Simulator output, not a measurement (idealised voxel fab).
A process module follows: voxel transistor to metal.
Square cell edge 5 nm, section width 170 nm, ID cut.
Bands, listed from the top down, are how a cross-section gets written in this document; the cross-section itself is a grid of square cells, and a band is one or more rows of them. This entry defines a band. It first specifies the height of the band's top and the height of its bottom in nm, and then specifies the band's materials from left to right, stating each material with its width in nm. The word "all across" identifies a single material that fills the band from edge to edge, while the word "blank" identifies empty space. Beneath 0, the wafer as received is one material, and that level is where height counting begins. The lowest band goes on downward without a bottom; it is written like "from 0 down". You'd read "30->40" like this: the band's top row of cells is as wide as the first number, its bottom row is as wide as the second, and going down, every row changes width by the same amount as the row before did. The designation "changes: none", where it is given for a processing step, indicates that no cell of the cross-section was altered in the course of that step. Listed in "Closed void inventory": every empty space of 8 or more cells without an open way to the top. Form: width x height at distance, the distance being from the left edge, all in nm. Post-settings text on a step line: simulator's own remark regarding the step. overlay nm: how far to the right of its planned place the mask lay on this masked step (negative: to the left). Read the rest as pairs. Take the cross-section before one process step, then the cross-section after it, which shows only down to the lowest band that changed. Under the pair, find the step between them and its settings. Bear in mind that pairs may come from different runs of this module on the same starting wafer: link a pair to the pair above it only where its entry headed "Preceding state" says to.
### Preceding state
    from 130 to 125  35 nm TiN, 10 nm blank, 80 nm TiN, 10 nm blank, 35 nm TiN
    from 125 to 110  30 nm SiO2, 5 nm TiN, 10 nm blank, 5 nm TiN, 70 nm SiO2, 5 nm TiN, 10 nm blank, 5 nm TiN, 30 nm SiO2
    from 110 to 100  30 nm SiO2, 5 nm TiN, 5 nm blank, 10->5 nm TiN, 70->75 nm SiO2, 5 nm TiN, 5 nm blank, 10->5 nm TiN, 30->35 nm SiO2
    from 100 to 95  30 nm SiO2, 15 nm TiN, 75 nm SiO2, 15 nm TiN, 35 nm SiO2
    from 95 to 65  SiO2 all across
    from 65 to 60  SiCN all across
    from 60 to 45  30 nm lowk, 5 nm TiN, 10 nm Cu, 5 nm TiN, 70 nm lowk, 5 nm TiN, 10 nm Cu, 5 nm TiN, 30 nm lowk
    from 45 to 40  30 nm SiN, 20 nm TiN, 70 nm SiN, 20 nm TiN, 30 nm SiN
    from 40 to 25  30 nm SiO2, 5 nm TiN, 10 nm Ru, 5 nm TiN, 70 nm SiO2, 5 nm TiN, 10 nm Ru, 5 nm TiN, 30 nm SiO2
    from 25 to 10  30 nm SiO2, 5 nm TiN, 10 nm Ru, 5 nm TiN, 5 nm SiO2, 10 nm SiN, 5 nm HfO2, 5 nm TiN, 20 nm W, 5 nm TiN, 5 nm HfO2, 10 nm SiN, 5 nm SiO2, 5 nm TiN, 10 nm Ru, 5 nm TiN, 30 nm SiO2
    from 10 to 5  20 nm SiO2, 10 nm SiN, 5 nm TiN, 10 nm Ru, 5 nm TiN, 5 nm SiO2, 10 nm SiN, 5 nm HfO2, 5 nm TiN, 20 nm W, 5 nm TiN, 5 nm HfO2, 10 nm SiN, 5 nm SiO2, 5 nm TiN, 10 nm Ru, 5 nm TiN, 10 nm SiN, 20 nm SiO2
    from 5 to 0  20 nm SiO2, 10 nm SiN, 20 nm TiN, 5 nm SiO2, 10 nm SiN, 5 nm HfO2, 30 nm TiN, 5 nm HfO2, 10 nm SiN, 5 nm SiO2, 20 nm TiN, 10 nm SiN, 20 nm SiO2
    from 0 to -5  30 nm SiO2, 25 nm pSi, 10 nm SiO2, 40 nm HfO2, 10 nm SiO2, 25 nm pSi, 30 nm SiO2
    from -5 to -35  25 nm SiO2, 120 nm Si, 25 nm SiO2
    from -35 down  Si all across
    Closed void inventory: none
### after
    from 140 to 130  Cu all across
    from 130 to 125  35 nm TiN, 10 nm Cu, 80 nm TiN, 10 nm Cu, 35 nm TiN
    from 125 to 110  30 nm SiO2, 5 nm TiN, 10 nm Cu, 5 nm TiN, 70 nm SiO2, 5 nm TiN, 10 nm Cu, 5 nm TiN, 30 nm SiO2
    from 110 to 100  30 nm SiO2, 5 nm TiN, 5 nm Cu, 10->5 nm TiN, 70->75 nm SiO2, 5 nm TiN, 5 nm Cu, 10->5 nm TiN, 30->35 nm SiO2
    Unchanged below 100.
    Closed void inventory: none
Process step separating the two views above: FILL_DEP | material Cu | thk nm 10
Preceding state: Reference is made to the cross-section shown after the step in the pair directly above, which represents the state prior to this step.
### after
    from 95 to 65  SiO2 all across
    Unchanged below 65.
    Closed void inventory: none
Process step separating the two views above: CMP | height nm 95
Preceding state: Reference is made to the cross-section shown after the step in the pair directly above, which represents the state prior to this step.
### after
    from 100 to 95  SiCN all across
    Unchanged below 95.
    Closed void inventory: none
Process step separating the two views above: CONFORMAL_DEP | material SiCN | thk nm 5
### Preceding state
    from 115 to 95  30 nm resist, 20 nm blank, 70 nm resist, 20 nm blank, 30 nm resist
    from 95 to 75  30 nm SiO2, 20 nm blank, 70 nm SiO2, 20 nm blank, 30 nm SiO2
    from 75 to 65  SiO2 all across
    from 65 to 60  SiCN all across
    from 60 to 45  30 nm lowk, 5 nm TiN, 10 nm Cu, 5 nm TiN, 70 nm lowk, 5 nm TiN, 10 nm Cu, 5 nm TiN, 30 nm lowk
    from 45 to 40  30 nm SiN, 20 nm TiN, 70 nm SiN, 20 nm TiN, 30 nm SiN
    from 40 to 25  30 nm SiO2, 5 nm TiN, 10 nm Ru, 5 nm TiN, 70 nm SiO2, 5 nm TiN, 10 nm Ru, 5 nm TiN, 30 nm SiO2
    from 25 to 10  30 nm SiO2, 5 nm TiN, 10 nm Ru, 5 nm TiN, 5 nm SiO2, 10 nm SiN, 5 nm HfO2, 5 nm TiN, 20 nm W, 5 nm TiN, 5 nm HfO2, 10 nm SiN, 5 nm SiO2, 5 nm TiN, 10 nm Ru, 5 nm TiN, 30 nm SiO2
    from 10 to 5  20 nm SiO2, 10 nm SiN, 5 nm TiN, 10 nm Ru, 5 nm TiN, 5 nm SiO2, 10 nm SiN, 5 nm HfO2, 5 nm TiN, 20 nm W, 5 nm TiN, 5 nm HfO2, 10 nm SiN, 5 nm SiO2, 5 nm TiN, 10 nm Ru, 5 nm TiN, 10 nm SiN, 20 nm SiO2
    from 5 to 0  20 nm SiO2, 10 nm SiN, 20 nm TiN, 5 nm SiO2, 10 nm SiN, 5 nm HfO2, 30 nm TiN, 5 nm HfO2, 10 nm SiN, 5 nm SiO2, 20 nm TiN, 10 nm SiN, 20 nm SiO2
    from 0 to -5  30 nm SiO2, 25 nm pSi, 10 nm SiO2, 40 nm HfO2, 10 nm SiO2, 25 nm pSi, 30 nm SiO2
    from -5 to -35  25 nm SiO2, 120 nm Si, 25 nm SiO2
    from -35 down  Si all across
    Closed void inventory: none
### after
    from 125 to 115  30 nm aC, 20 nm blank, 70 nm aC, 20 nm blank, 30 nm aC
    from 115 to 95  30 nm resist, 20 nm blank, 70 nm resist, 20 nm blank, 30 nm resist
    from 95 to 85  30 nm SiO2, 20 nm blank, 70 nm SiO2, 20 nm blank, 30 nm SiO2
    from 85 to 75  30 nm SiO2, 20 nm aC, 70 nm SiO2, 20 nm aC, 30 nm SiO2
    Unchanged below 75.
    Closed void inventory: none
Process step separating the two views above: DIRECTIONAL_DEP | material aC | thk nm 10
Preceding state: Reference is made to the cross-section shown after the step in the pair directly above, which represents the state prior to this step.
### after
    from 95 to 85  30 nm SiO2, 20 nm blank, 70 nm SiO2, 20 nm blank, 30 nm SiO2
    Unchanged below 85.
    Closed void inventory: none
Process step separating the two views above: STRIP | etch materials resist
Preceding state: Reference is made to the cross-section shown after the step in the pair directly above, which represents the state prior to this step.
### after
    from 125 to 95  30 nm resist, 15 nm blank, 75 nm resist, 15 nm blank, 35 nm resist
    from 95 to 85  30 nm SiO2, 15 nm blank, 5 nm resist, 70 nm SiO2, 15 nm blank, 5 nm resist, 30 nm SiO2
    Unchanged below 85.
    Closed void inventory: none
Process step separating the two views above: PATTERN | tone open | mask id METAL_2_HOLES | material resist | width nm 15 | pitch nm 90 | thk nm 30 | overlay nm 0
Preceding state: Reference is made to the cross-section shown after the step in the pair directly above, which represents the state prior to this step.
### after
    from 115 to 95  30 nm resist, 15 nm blank, 75 nm resist, 15 nm blank, 35 nm resist
    from 95 to 85  30 nm SiO2, 15 nm blank, 5 nm resist, 70 nm SiO2, 15 nm blank, 5 nm resist, 30 nm SiO2
    from 85 to 75  30 nm SiO2, 15 nm blank, 5 nm aC, 70 nm SiO2, 15 nm blank, 5 nm aC, 30 nm SiO2
    Unchanged below 75.
    Closed void inventory: none
Process step separating the two views above: DIRECTIONAL_ETCH | etch materials aC | depth nm 10
Preceding state: Reference is made to the cross-section shown after the step in the pair directly above, which represents the state prior to this step.
### after
    from 95 to 85  30 nm SiO2, 20 nm blank, 70 nm SiO2, 20 nm blank, 30 nm SiO2
    Unchanged below 85.
    Closed void inventory: none
Process step separating the two views above: STRIP | etch materials resist
Preceding state: Reference is made to the cross-section shown after the step in the pair directly above, which represents the state prior to this step.
### after
    from 85 to 75  30 nm SiO2, 15 nm blank, 5 nm aC, 70 nm SiO2, 15 nm blank, 5 nm aC, 30 nm SiO2
    from 75 to 65  30 nm SiO2, 15 nm blank, 75 nm SiO2, 15 nm blank, 35 nm SiO2
    Unchanged below 65.
    Closed void inventory: none
Process step separating the two views above: DIRECTIONAL_ETCH | etch materials SiO2 | depth nm 10
Preceding state: Reference is made to the cross-section shown after the step in the pair directly above, which represents the state prior to this step.
### after
    from 85 to 75  30 nm SiO2, 15 nm blank, 5 nm aC, 70 nm SiO2, 15 nm blank, 5 nm aC, 30 nm SiO2
    from 75 to 65  30 nm SiO2, 15 nm blank, 75 nm SiO2, 15 nm blank, 35 nm SiO2
    from 65 to 60  30 nm SiCN, 15 nm blank, 75 nm SiCN, 15 nm blank, 35 nm SiCN
    Unchanged below 60.
    Closed void inventory: none
Process step separating the two views above: DIRECTIONAL_ETCH | etch materials SiCN | depth nm 5
Preceding state: Reference is made to the cross-section shown after the step in the pair directly above, which represents the state prior to this step.
### after
    from 85 to 75  30 nm SiO2, 20 nm blank, 70 nm SiO2, 20 nm blank, 30 nm SiO2
    Unchanged below 75.
    Closed void inventory: none
Process step separating the two views above: STRIP | etch materials aC
Preceding state: Reference is made to the cross-section shown after the step in the pair directly above, which represents the state prior to this step.
### after
    from 90 to 85  35 nm TiN, 10 nm blank, 80 nm TiN, 10 nm blank, 35 nm TiN
    from 85 to 75  30 nm SiO2, 5 nm TiN, 10->5 nm blank, 5->10 nm TiN, 70 nm SiO2, 5 nm TiN, 10->5 nm blank, 5->10 nm TiN, 30 nm SiO2
    from 75 to 65  30 nm SiO2, 5 nm TiN, 5 nm blank, 5 nm TiN, 75 nm SiO2, 5 nm TiN, 5 nm blank, 5 nm TiN, 35 nm SiO2
    from 65 to 60  30 nm SiCN, 15 nm TiN, 75 nm SiCN, 15 nm TiN, 35 nm SiCN
    Unchanged below 60.
    Closed void inventory: none
Process step separating the two views above: CONFORMAL_DEP | material TiN | thk nm 5
Preceding state: Reference is made to the cross-section shown after the step in the pair directly above, which represents the state prior to this step.
### after
    from 100 to 90  Cu all across
    from 90 to 85  35 nm TiN, 10 nm Cu, 80 nm TiN, 10 nm Cu, 35 nm TiN
    from 85 to 75  30 nm SiO2, 5 nm TiN, 10->5 nm Cu, 5->10 nm TiN, 70 nm SiO2, 5 nm TiN, 10->5 nm Cu, 5->10 nm TiN, 30 nm SiO2
    from 75 to 65  30 nm SiO2, 5 nm TiN, 5 nm Cu, 5 nm TiN, 75 nm SiO2, 5 nm TiN, 5 nm Cu, 5 nm TiN, 35 nm SiO2
    Unchanged below 65.
    Closed void inventory: none
Process step separating the two views above: FILL_DEP | material Cu | thk nm 10
Preceding state: Reference is made to the cross-section shown after the step in the pair directly above, which represents the state prior to this step.
### after
    from 95 to 90  Cu all across
    Unchanged below 90.
    Closed void inventory: none
Process step separating the two views above: CMP | height nm 95
Preceding state: Reference is made to the cross-section shown after the step in the pair directly above, which represents the state prior to this step.
### after
    from 100 to 95  SiCN all across
    Unchanged below 95.
    Closed void inventory: none
Process step separating the two views above: CONFORMAL_DEP | material SiCN | thk nm 5
### Preceding state
    from 30 to 20  20 nm blank, 130 nm aC, 20 nm blank
    from 20 to 5  20 nm blank, 130 nm SiN, 20 nm blank
    from 5 to 0  20 nm blank, 130 nm SiO2, 20 nm blank
    from 0 down  Si all across
    Closed void inventory: none
### after
    from 30 to 20  20 nm blank, 130 nm aC, 20 nm blank
    from 20 to 5  20 nm blank, 130 nm SiN, 20 nm blank
    from 5 to 0  20 nm blank, 130 nm SiO2, 20 nm blank
    from 0 to -40  20 nm blank, 130 nm Si, 20 nm blank
    Unchanged below -40.
    Closed void inventory: none
Process step separating the two views above: DIRECTIONAL_ETCH | etch materials Si | depth nm 40
Preceding state: Reference is made to the cross-section shown after the step in the pair directly above, which represents the state prior to this step.
### after
    from 20 to 5  20 nm blank, 130 nm SiN, 20 nm blank
    Unchanged below 5.
    Closed void inventory: none
Process step separating the two views above: STRIP | etch materials aC
Preceding state: Reference is made to the cross-section shown after the step in the pair directly above, which represents the state prior to this step.
### after
    from 20 to 5  20 nm blank, 130 nm SiN, 20 nm blank
    from 5 to 0  20 nm blank, 130 nm SiO2, 20 nm blank
    from 0 to -40  20 nm blank, 5 nm SiO2, 120 nm Si, 5 nm SiO2, 20 nm blank
    from -40 to -45  25 nm SiO2, 120 nm Si, 25 nm SiO2
    Unchanged below -45.
    Closed void inventory: none
Process step separating the two views above: OXIDIZE | depth nm 5
Preceding state: Reference is made to the cross-section shown after the step in the pair directly above, which represents the state prior to this step.
### after
    from 25 to 20  SiO2 all across
    from 20 to 5  20 nm SiO2, 130 nm SiN, 20 nm SiO2
    from 5 to 0  SiO2 all across
    from 0 to -45  25 nm SiO2, 120 nm Si, 25 nm SiO2
    Unchanged below -45.
    Closed void inventory: none
Process step separating the two views above: FILL_DEP | material SiO2 | thk nm 5
Preceding state: Reference is made to the cross-section shown after the step in the pair directly above, which represents the state prior to this step.
### after
    from 20 to 5  20 nm SiO2, 130 nm SiN, 20 nm SiO2
    Unchanged below 5.
    Closed void inventory: none
Process step separating the two views above: CMP | height nm 20
Preceding state: Reference is made to the cross-section shown after the step in the pair directly above, which represents the state prior to this step.
### after
    from 20 to 15  20 nm blank, 130 nm SiN, 20 nm blank
    Unchanged below 15.
    Closed void inventory: none
Process step separating the two views above: SELECTIVE_ETCH | etch materials SiO2 | depth nm 5
Preceding state: Reference is made to the cross-section shown after the step in the pair directly above, which represents the state prior to this step.
### after
    from 15 to 5  20 nm SiO2, 130 nm blank, 20 nm SiO2
    Unchanged below 5.
    Closed void inventory: none
Process step separating the two views above: STRIP | etch materials SiN
Preceding state: Reference is made to the cross-section shown after the step in the pair directly above, which represents the state prior to this step.
### after
    from 10 to 0  15 nm SiO2, 140 nm blank, 15 nm SiO2
    Unchanged below 0.
    Closed void inventory: none
Process step separating the two views above: SELECTIVE_ETCH | etch materials SiO2 | depth nm 5
Preceding state: Reference is made to the cross-section shown after the step in the pair directly above, which represents the state prior to this step.
### after
    from 10 to 0  15 nm SiO2, 140 nm blank, 15 nm SiO2
    from 0 to -5  SiO2 all across
    Unchanged below -5.
    Closed void inventory: none
Process step separating the two views above: OXIDIZE | depth nm 5
Preceding state: Reference is made to the cross-section shown after the step in the pair directly above, which represents the state prior to this step.
### after
    from 40 to 30  15 nm polySi, 140 nm blank, 15 nm polySi
    from 30 to 10  polySi all across
    from 10 to 0  15 nm SiO2, 140 nm polySi, 15 nm SiO2
    Unchanged below 0.
    Closed void inventory: none
Process step separating the two views above: DIRECTIONAL_DEP | material polySi | thk nm 30
Preceding state: Reference is made to the cross-section shown after the step in the pair directly above, which represents the state prior to this step.
### after
    from 50 to 40  15 nm SiCN, 140 nm blank, 15 nm SiCN
    from 40 to 30  15 nm polySi, 140 nm SiCN, 15 nm polySi
    Unchanged below 30.
    Closed void inventory: none
Process step separating the two views above: DIRECTIONAL_DEP | material SiCN | thk nm 10
Preceding state: Reference is made to the cross-section shown after the step in the pair directly above, which represents the state prior to this step.
### after
    from 40 to 30  15 nm polySi, 55 nm blank, 30 nm SiCN, 55 nm blank, 15 nm polySi
    Unchanged below 30.
    Closed void inventory: none
Process step separating the two views above: MASKED_ETCH | tone cover | mask id GATE | width nm 30 | etch materials SiCN | depth nm 20 | overlay nm 0
Preceding state: Reference is made to the cross-section shown after the step in the pair directly above, which represents the state prior to this step.
### after
    from 40 to 30  70 nm blank, 30 nm SiCN, 70 nm blank
    from 30 to 10  70 nm blank, 30 nm polySi, 70 nm blank
    from 10 to 0  15 nm SiO2, 55 nm blank, 30 nm polySi, 55 nm blank, 15 nm SiO2
    Unchanged below 0.
    Closed void inventory: none
Process step separating the two views above: MASKED_ETCH | tone cover | mask id GATE | width nm 30 | etch materials polySi | depth nm 40 | overlay nm 0
Preceding state: Reference is made to the cross-section shown after the step in the pair directly above, which represents the state prior to this step.
### after
    from 45 to 40  65 nm blank, 40 nm SiO2, 65 nm blank
    from 40 to 30  65 nm blank, 5 nm SiO2, 30 nm SiCN, 5 nm SiO2, 65 nm blank
    from 30 to 15  65 nm blank, 5 nm SiO2, 30 nm polySi, 5 nm SiO2, 65 nm blank
    from 15 to 5  20 nm SiO2, 45 nm blank, 5 nm SiO2, 30 nm polySi, 5 nm SiO2, 45 nm blank, 20 nm SiO2
    from 5 to 0  70 nm SiO2, 30 nm polySi, 70 nm SiO2
    Unchanged below 0.
    Closed void inventory: none
Process step separating the two views above: CONFORMAL_DEP | material SiO2 | thk nm 5
Preceding state: Reference is made to the cross-section shown after the step in the pair directly above, which represents the state prior to this step.
### after
    from 40 to 30  65 nm blank, 5 nm SiO2, 30 nm SiCN, 5 nm SiO2, 65 nm blank
    from 30 to 10  65 nm blank, 5 nm SiO2, 30 nm polySi, 5 nm SiO2, 65 nm blank
    from 10 to 0  20 nm SiO2, 45 nm blank, 5 nm SiO2, 30 nm polySi, 5 nm SiO2, 45 nm blank, 20 nm SiO2
    Unchanged below 0.
    Closed void inventory: none
Process step separating the two views above: DIRECTIONAL_ETCH | etch materials SiO2 | depth nm 5
Preceding state: Reference is made to the cross-section shown after the step in the pair directly above, which represents the state prior to this step.
### after
    from 50 to 40  55 nm blank, 60 nm SiN, 55 nm blank
    from 40 to 30  55 nm blank, 10 nm SiN, 5 nm SiO2, 30 nm SiCN, 5 nm SiO2, 10 nm SiN, 55 nm blank
    from 30 to 20  55 nm blank, 10 nm SiN, 5 nm SiO2, 30 nm polySi, 5 nm SiO2, 10 nm SiN, 55 nm blank
    from 20 to 10  30 nm SiN, 25 nm blank, 10 nm SiN, 5 nm SiO2, 30 nm polySi, 5 nm SiO2, 10 nm SiN, 25 nm blank, 30 nm SiN
    from 10 to 0  20 nm SiO2, 45 nm SiN, 5 nm SiO2, 30 nm polySi, 5 nm SiO2, 45 nm SiN, 20 nm SiO2
    Unchanged below 0.
    Closed void inventory: none
Process step separating the two views above: CONFORMAL_DEP | material SiN | thk nm 10
Preceding state: Reference is made to the cross-section shown after the step in the pair directly above, which represents the state prior to this step.
### after
    from 40 to 30  55 nm blank, 10 nm SiN, 5 nm SiO2, 30 nm SiCN, 5 nm SiO2, 10 nm SiN, 55 nm blank
    from 30 to 10  55 nm blank, 10 nm SiN, 5 nm SiO2, 30 nm polySi, 5 nm SiO2, 10 nm SiN, 55 nm blank
    from 10 to 0  20 nm SiO2, 10 nm SiN, 25 nm blank, 10 nm SiN, 5 nm SiO2, 30 nm polySi, 5 nm SiO2, 10 nm SiN, 25 nm blank, 10 nm SiN, 20 nm SiO2
    Unchanged below 0.
    Closed void inventory: none
Process step separating the two views above: DIRECTIONAL_ETCH | etch materials SiN | depth nm 10
Preceding state: Reference is made to the cross-section shown after the step in the pair directly above, which represents the state prior to this step.
### after
    from 40 to 35  55 nm blank, 10 nm SiN, 5 nm blank, 30 nm SiCN, 5 nm blank, 10 nm SiN, 55 nm blank
    from 35 to 30  55 nm blank, 10 nm SiN, 5 nm SiO2, 30 nm SiCN, 5 nm SiO2, 10 nm SiN, 55 nm blank
    from 30 to 10  55 nm blank, 10 nm SiN, 5 nm SiO2, 30 nm polySi, 5 nm SiO2, 10 nm SiN, 55 nm blank
    from 10 to 5  20 nm blank, 10 nm SiN, 25 nm blank, 10 nm SiN, 5 nm SiO2, 30 nm polySi, 5 nm SiO2, 10 nm SiN, 25 nm blank, 10 nm SiN, 20 nm blank
    from 5 to 0  20 nm SiO2, 10 nm SiN, 25 nm blank, 10 nm SiN, 5 nm SiO2, 30 nm polySi, 5 nm SiO2, 10 nm SiN, 25 nm blank, 10 nm SiN, 20 nm SiO2
    from 0 to -5  30 nm SiO2, 25 nm blank, 60 nm SiO2, 25 nm blank, 30 nm SiO2
    Unchanged below -5.
    Closed void inventory: none
Process step separating the two views above: DIRECTIONAL_ETCH | etch materials SiO2 | depth nm 5
Preceding state: Reference is made to the cross-section shown after the step in the pair directly above, which represents the state prior to this step.
### after
    from 40 to 35  55 nm blank, 10 nm SiN, 5 nm blank, 30 nm SiCN, 5 nm blank, 10 nm SiN, 55 nm blank
    from 35 to 30  55 nm blank, 10 nm SiN, 5 nm SiO2, 30 nm SiCN, 5 nm SiO2, 10 nm SiN, 55 nm blank
    from 30 to 10  55 nm blank, 10 nm SiN, 5 nm SiO2, 30 nm polySi, 5 nm SiO2, 10 nm SiN, 55 nm blank
    from 10 to 5  20 nm blank, 10 nm SiN, 25 nm blank, 10 nm SiN, 5 nm SiO2, 30 nm polySi, 5 nm SiO2, 10 nm SiN, 25 nm blank, 10 nm SiN, 20 nm blank
    from 5 to 0  20 nm SiO2, 10 nm SiN, 25 nm blank, 10 nm SiN, 5 nm SiO2, 30 nm polySi, 5 nm SiO2, 10 nm SiN, 25 nm blank, 10 nm SiN, 20 nm SiO2
    from 0 to -5  30 nm SiO2, 25 nm pSi, 60 nm SiO2, 25 nm pSi, 30 nm SiO2
    Unchanged below -5.
    Closed void inventory: none
Process step separating the two views above: EPI | material pSi | thk nm 5
Preceding state: Reference is made to the cross-section shown after the step in the pair directly above, which represents the state prior to this step.
### after
    from 50 to 40  SiO2 all across
    from 40 to 30  55 nm SiO2, 10 nm SiN, 5 nm SiO2, 30 nm SiCN, 5 nm SiO2, 10 nm SiN, 55 nm SiO2
    from 30 to 10  55 nm SiO2, 10 nm SiN, 5 nm SiO2, 30 nm polySi, 5 nm SiO2, 10 nm SiN, 55 nm SiO2
    from 10 to 0  20 nm SiO2, 10 nm SiN, 25 nm SiO2, 10 nm SiN, 5 nm SiO2, 30 nm polySi, 5 nm SiO2, 10 nm SiN, 25 nm SiO2, 10 nm SiN, 20 nm SiO2
    Unchanged below 0.
    Closed void inventory: none
Process step separating the two views above: FILL_DEP | material SiO2 | thk nm 10
Preceding state: Reference is made to the cross-section shown after the step in the pair directly above, which represents the state prior to this step.
### after
    from 30 to 10  55 nm SiO2, 10 nm SiN, 5 nm SiO2, 30 nm polySi, 5 nm SiO2, 10 nm SiN, 55 nm SiO2
    Unchanged below 10.
    Closed void inventory: none
Process step separating the two views above: CMP | height nm 30
Preceding state: Reference is made to the cross-section shown after the step in the pair directly above, which represents the state prior to this step.
### after
    from 30 to 10  55 nm SiO2, 10 nm SiN, 5 nm SiO2, 30 nm blank, 5 nm SiO2, 10 nm SiN, 55 nm SiO2
    from 10 to 0  20 nm SiO2, 10 nm SiN, 25 nm SiO2, 10 nm SiN, 5 nm SiO2, 30 nm blank, 5 nm SiO2, 10 nm SiN, 25 nm SiO2, 10 nm SiN, 20 nm SiO2
    Unchanged below 0.
    Closed void inventory: none
Process step separating the two views above: STRIP | etch materials polySi
Preceding state: Reference is made to the cross-section shown after the step in the pair directly above, which represents the state prior to this step.
### after
    from 30 to 25  55 nm blank, 10 nm SiN, 40 nm blank, 10 nm SiN, 55 nm blank
    from 25 to 10  55 nm SiO2, 10 nm SiN, 40 nm blank, 10 nm SiN, 55 nm SiO2
    from 10 to 0  20 nm SiO2, 10 nm SiN, 25 nm SiO2, 10 nm SiN, 40 nm blank, 10 nm SiN, 25 nm SiO2, 10 nm SiN, 20 nm SiO2
    from 0 to -5  30 nm SiO2, 25 nm pSi, 10 nm SiO2, 40 nm blank, 10 nm SiO2, 25 nm pSi, 30 nm SiO2
    Unchanged below -5.
    Closed void inventory: none
Process step separating the two views above: SELECTIVE_ETCH | etch materials SiO2 | depth nm 5
Preceding state: Reference is made to the cross-section shown after the step in the pair directly above, which represents the state prior to this step.
### after
    from 35 to 30  50 nm blank, 20 nm HfO2, 30 nm blank, 20 nm HfO2, 50 nm blank
    from 30 to 25  55 nm HfO2, 10 nm SiN, 5 nm HfO2, 30 nm blank, 5 nm HfO2, 10 nm SiN, 55 nm HfO2
    from 25 to 10  55 nm SiO2, 10 nm SiN, 5 nm HfO2, 30 nm blank, 5 nm HfO2, 10 nm SiN, 55 nm SiO2
    from 10 to 0  20 nm SiO2, 10 nm SiN, 25 nm SiO2, 10 nm SiN, 5 nm HfO2, 30 nm blank, 5 nm HfO2, 10 nm SiN, 25 nm SiO2, 10 nm SiN, 20 nm SiO2
    from 0 to -5  30 nm SiO2, 25 nm pSi, 10 nm SiO2, 40 nm HfO2, 10 nm SiO2, 25 nm pSi, 30 nm SiO2
    Unchanged below -5.
    Closed void inventory: none
Process step separating the two views above: CONFORMAL_DEP | material HfO2 | thk nm 5
Preceding state: Reference is made to the cross-section shown after the step in the pair directly above, which represents the state prior to this step.
### after
    from 40 to 35  45 nm blank, 30 nm TiN, 20 nm blank, 30 nm TiN, 45 nm blank
    from 35 to 30  50 nm TiN, 20 nm HfO2, 5 nm TiN, 20 nm blank, 5 nm TiN, 20 nm HfO2, 50 nm TiN
    from 30 to 25  55 nm HfO2, 10 nm SiN, 5 nm HfO2, 5 nm TiN, 20 nm blank, 5 nm TiN, 5 nm HfO2, 10 nm SiN, 55 nm HfO2
    from 25 to 10  55 nm SiO2, 10 nm SiN, 5 nm HfO2, 5 nm TiN, 20 nm blank, 5 nm TiN, 5 nm HfO2, 10 nm SiN, 55 nm SiO2
    from 10 to 5  20 nm SiO2, 10 nm SiN, 25 nm SiO2, 10 nm SiN, 5 nm HfO2, 5 nm TiN, 20 nm blank, 5 nm TiN, 5 nm HfO2, 10 nm SiN, 25 nm SiO2, 10 nm SiN, 20 nm SiO2
    from 5 to 0  20 nm SiO2, 10 nm SiN, 25 nm SiO2, 10 nm SiN, 5 nm HfO2, 30 nm TiN, 5 nm HfO2, 10 nm SiN, 25 nm SiO2, 10 nm SiN, 20 nm SiO2
    Unchanged below 0.
    Closed void inventory: none
Process step separating the two views above: CONFORMAL_DEP | material TiN | thk nm 5
Preceding state: Reference is made to the cross-section shown after the step in the pair directly above, which represents the state prior to this step.
### after
    from 50 to 40  W all across
    from 40 to 35  45 nm W, 30 nm TiN, 20 nm W, 30 nm TiN, 45 nm W
    from 35 to 30  50 nm TiN, 20 nm HfO2, 5 nm TiN, 20 nm W, 5 nm TiN, 20 nm HfO2, 50 nm TiN
    from 30 to 25  55 nm HfO2, 10 nm SiN, 5 nm HfO2, 5 nm TiN, 20 nm W, 5 nm TiN, 5 nm HfO2, 10 nm SiN, 55 nm HfO2
    from 25 to 10  55 nm SiO2, 10 nm SiN, 5 nm HfO2, 5 nm TiN, 20 nm W, 5 nm TiN, 5 nm HfO2, 10 nm SiN, 55 nm SiO2
    from 10 to 5  20 nm SiO2, 10 nm SiN, 25 nm SiO2, 10 nm SiN, 5 nm HfO2, 5 nm TiN, 20 nm W, 5 nm TiN, 5 nm HfO2, 10 nm SiN, 25 nm SiO2, 10 nm SiN, 20 nm SiO2
    Unchanged below 5.
    Closed void inventory: none
Process step separating the two views above: FILL_DEP | material W | thk nm 10
Preceding state: Reference is made to the cross-section shown after the step in the pair directly above, which represents the state prior to this step.
### after
    from 25 to 10  55 nm SiO2, 10 nm SiN, 5 nm HfO2, 5 nm TiN, 20 nm W, 5 nm TiN, 5 nm HfO2, 10 nm SiN, 55 nm SiO2
    Unchanged below 10.
    Closed void inventory: none
Process step separating the two views above: CMP | height nm 25
Preceding state: Reference is made to the cross-section shown after the step in the pair directly above, which represents the state prior to this step.
### after
    from 40 to 25  SiO2 all across
    Unchanged below 25.
    Closed void inventory: none
Process step separating the two views above: DIRECTIONAL_DEP | material SiO2 | thk nm 15
Preceding state: Reference is made to the cross-section shown after the step in the pair directly above, which represents the state prior to this step.
### after
    from 40 to 25  30 nm SiO2, 20 nm blank, 70 nm SiO2, 20 nm blank, 30 nm SiO2
    from 25 to 10  30 nm SiO2, 20 nm blank, 5 nm SiO2, 10 nm SiN, 5 nm HfO2, 5 nm TiN, 20 nm W, 5 nm TiN, 5 nm HfO2, 10 nm SiN, 5 nm SiO2, 20 nm blank, 30 nm SiO2
    from 10 to 5  20 nm SiO2, 10 nm SiN, 20 nm blank, 5 nm SiO2, 10 nm SiN, 5 nm HfO2, 5 nm TiN, 20 nm W, 5 nm TiN, 5 nm HfO2, 10 nm SiN, 5 nm SiO2, 20 nm blank, 10 nm SiN, 20 nm SiO2
    from 5 to 0  20 nm SiO2, 10 nm SiN, 20 nm blank, 5 nm SiO2, 10 nm SiN, 5 nm HfO2, 30 nm TiN, 5 nm HfO2, 10 nm SiN, 5 nm SiO2, 20 nm blank, 10 nm SiN, 20 nm SiO2
    Unchanged below 0.
    Closed void inventory: none
Process step separating the two views above: MASKED_ETCH | tone open | mask id CONTACT | width nm 20 | pitch nm 90 | etch materials SiO2 | depth nm 40 | overlay nm 0
